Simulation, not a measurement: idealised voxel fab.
This is a process module. Its name is voxel self aligned vias.
Section shown: cut. Width: 255 nm. Cell size: 5 nm, square.
We lay out every cross-section as a grid of square cells and spell it out in bands from the top down, where one band means one or more rows of cells. The band entry comprises the height of the band's top followed by the height of its bottom, expressed in nm, and subsequently the band's materials from left to right, each stated together with its width in nm. Where a single material is marked with the word "throughout", that material fills the band from edge to edge. The word "air" represents empty space. Height reference: 0 = level under which incoming wafer is all one material. Lowest band: no bottom, runs on downward, e.g. "0 down". You'd read "30..40" like this: the band's top row of cells is as wide as the first number, its bottom row is as wide as the second, and going down, every row changes width by the same amount as the row before did. "no alteration" -> step changed no cross-section cell. Entry "Enclosed void catalog" = empty spaces >= 8 cells with no open way to the top; each as width x height at distance, distance from left edge, all nm. after a step's settings: what the simulator itself notes on the step. overlay nm: mask right of planned place by this much (step with mask). Neg. = left.

# These are the steps we planned for the process
1: RECEIVE | material Si
2: CONFORMAL_DEP | material SiO2 | thk nm 10
3: CONFORMAL_DEP | material SiCN | thk nm 5
4: DIRECTIONAL_DEP | material lowk | thk nm 20
5: MASKED_ETCH | tone open | mask id LINES | width nm 15 | pitch nm 55 | etch materials lowk | depth nm 20 | overlay nm 0
6: CONFORMAL_DEP | material TiN | thk nm 5
7: FILL_DEP | material W | thk nm 5
8: CMP | height nm 35
9: SELECTIVE_ETCH | etch materials W Ru TiN | depth nm 5
10: FILL_DEP | material SiN | thk nm 10
11: CMP | height nm 35
12: DIRECTIONAL_DEP | material lowk | thk nm 20
13: PATTERN | tone open | mask id VIAS | material resist | width nm 40 | pitch nm 55 | thk nm 20 | overlay nm 0
14: DIRECTIONAL_ETCH | etch materials lowk | depth nm 20
15: DIRECTIONAL_ETCH | etch materials SiN | depth nm 5
16: STRIP | etch materials resist
17: CONFORMAL_DEP | material TiN | thk nm 5
18: FILL_DEP | material Ru | thk nm 10
19: CMP | height nm 55
20: CONFORMAL_DEP | material SiCN | thk nm 5
Quick note for whoever runs this: the wafers start identical, but the width nm at step 5 isn't the same across them. The plan just shows what the first wafer had.

# Received condition of the first of several wafers, sectioned: post-step 1
0 down: Si throughout
Enclosed void catalog: none

# Table: wafers, a row each; end-of-module cell change per material since receipt, gain (+), loss (-); then closed voids
width nm 15, +57 Ru, +102 SiCN, +102 SiO2, +69 TiN, +6 W, +276 lowk, Enclosed void catalog: none
width nm 20, +60 Ru, +102 SiCN, +102 SiO2, +72 TiN, +12 W, +264 lowk, Enclosed void catalog: none
width nm 25, +63 Ru, +102 SiCN, +102 SiO2, +75 TiN, +18 W, +252 lowk, Enclosed void catalog: none
width nm 30, +66 Ru, +102 SiCN, +102 SiO2, +78 TiN, +24 W, +240 lowk, Enclosed void catalog: none
width nm 35, +69 Ru, +102 SiCN, +102 SiO2, +81 TiN, +30 W, +228 lowk, Enclosed void catalog: none
